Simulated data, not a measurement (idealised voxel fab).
Process module in this document: voxel wiring stack
The figure presents cross-section cut, which has a width of 210 nm and is divided into square cells with an edge length of 5 nm.
A cross-section in this document is a grid of square cells, and it is written down as bands, the top band listed before the ones below it; a band is made up of one or more rows of cells.
What a band's entry tells you: where the top is and where the bottom is, as heights in nm, and after that what lies inside, material by material from left to right, each with its width in nm. Empty space is written as the word "air", and a single material marked with the word "everywhere" occupies the band from edge to edge.
Heights are reckoned from 0. Under this level, the received wafer is all of one material. The bottommost band is open-ended downward, for example "z 0 and below".
Graded width ("30->40"): value in top row of band = first number; value in bottom row = second number; row-to-row change constant.
"no modification", as given for a step, is the statement that not any cell of the cross-section underwent a change during that step.
Look at "Fully sealed cavities" for the closed voids: empty spaces with no open path to the top, sized 8 cells or up. Each is width x height at distance, distance from the left edge, all nm.
On a step's line, text after the settings is the simulator commenting on that step.
"overlay nm", when on a step's line for a step with a mask, measures how far to the right of its planned place the mask lay; a negative measure means to the left.
[Planned step list for the process]
step 1: RECEIVE: material Si
step 2: CONFORMAL_DEP: material SiO2, thk nm 10
step 3: DIRECTIONAL_DEP: material TiN, thk nm 5
step 4: DIRECTIONAL_DEP: material W, thk nm 25
step 5: PATTERN: tone cover, mask id METAL_1, material resist, width nm 30, pitch nm 55, thk nm 15, overlay nm 0
step 6: DIRECTIONAL_ETCH: etch materials W, depth nm 25
step 7: DIRECTIONAL_ETCH: etch materials TiN, depth nm 5
step 8: STRIP: etch materials resist
step 9: FILL_DEP: material lowk, thk nm 5
step 10: CMP: height nm 40
step 11: CONFORMAL_DEP: material SiCN, thk nm 5
step 12: DIRECTIONAL_DEP: material lowk, thk nm 10
step 13: DIRECTIONAL_DEP: material aC, thk nm 15
step 14: PATTERN: tone open, mask id PLUG_1, material resist, width nm 15, pitch nm 55, thk nm 30, overlay nm 0
step 15: DIRECTIONAL_ETCH: etch materials aC, depth nm 15
step 16: STRIP: etch materials resist
step 17: DIRECTIONAL_ETCH: etch materials lowk, depth nm 10
step 18: DIRECTIONAL_ETCH: etch materials SiCN, depth nm 5
step 19: STRIP: etch materials aC
step 20: EPI: material Ru, thk nm 10
step 21: EPI: material Ru, thk nm 5
step 22: CONFORMAL_DEP: material SiCN, thk nm 5
step 23: DIRECTIONAL_DEP: material SiO2, thk nm 25
step 24: DIRECTIONAL_DEP: material aC, thk nm 10
step 25: PATTERN: tone open, mask id METAL_2, material resist, width nm 30, pitch nm 55, thk nm 25, overlay nm 0
step 26: DIRECTIONAL_ETCH: etch materials aC, depth nm 10
step 27: STRIP: etch materials resist
step 28: DIRECTIONAL_ETCH: etch materials SiO2, depth nm 25
step 29: DIRECTIONAL_ETCH: etch materials SiCN, depth nm 5
step 30: STRIP: etch materials aC
step 31: CONFORMAL_DEP: material TiN, thk nm 5
step 32: FILL_DEP: material W, thk nm 5
step 33: CMP: height nm 85
step 34: CONFORMAL_DEP: material SiN, thk nm 5
[Wafer at receipt (post step 1), cross-section]
> z 0 and below: Si everywhere
> Fully sealed cavities: none
[Cross-sectional result after module completion. Note: starting condition and plan are unchanged from above; one processing mistake was made]
> z 90 to 85: SiN everywhere
> z 85 to 60: SiO2 35 nm  aC 5 nm  W 20 nm  aC 5 nm  SiO2 25 nm  aC 5 nm  W 20 nm  aC 5 nm  SiO2 25 nm  aC 5 nm  W 20 nm  aC 5 nm  SiO2 35 nm
> z 60 to 55: SiCN 35 nm  aC 30 nm  SiCN 25 nm  aC 30 nm  SiCN 25 nm  aC 30 nm  SiCN 35 nm
> z 55 to 45: lowk 35 nm  Ru 15 nm  lowk 40 nm  Ru 15 nm  lowk 40 nm  Ru 15 nm  lowk 50 nm
> z 45 to 40: SiCN 35 nm  Ru 15 nm  SiCN 40 nm  Ru 15 nm  SiCN 40 nm  Ru 15 nm  SiCN 50 nm
> z 40 to 15: lowk 35 nm  W 30 nm  lowk 25 nm  W 30 nm  lowk 25 nm  W 30 nm  lowk 35 nm
> z 15 to 10: lowk 35 nm  TiN 30 nm  lowk 25 nm  TiN 30 nm  lowk 25 nm  TiN 30 nm  lowk 35 nm
> z 10 to 0: SiO2 everywhere
> z 0 and below: Si everywhere
> Fully sealed cavities: none
The plan and the run diverged here: step 31 ran as: CONFORMAL_DEP: material aC, thk nm 5
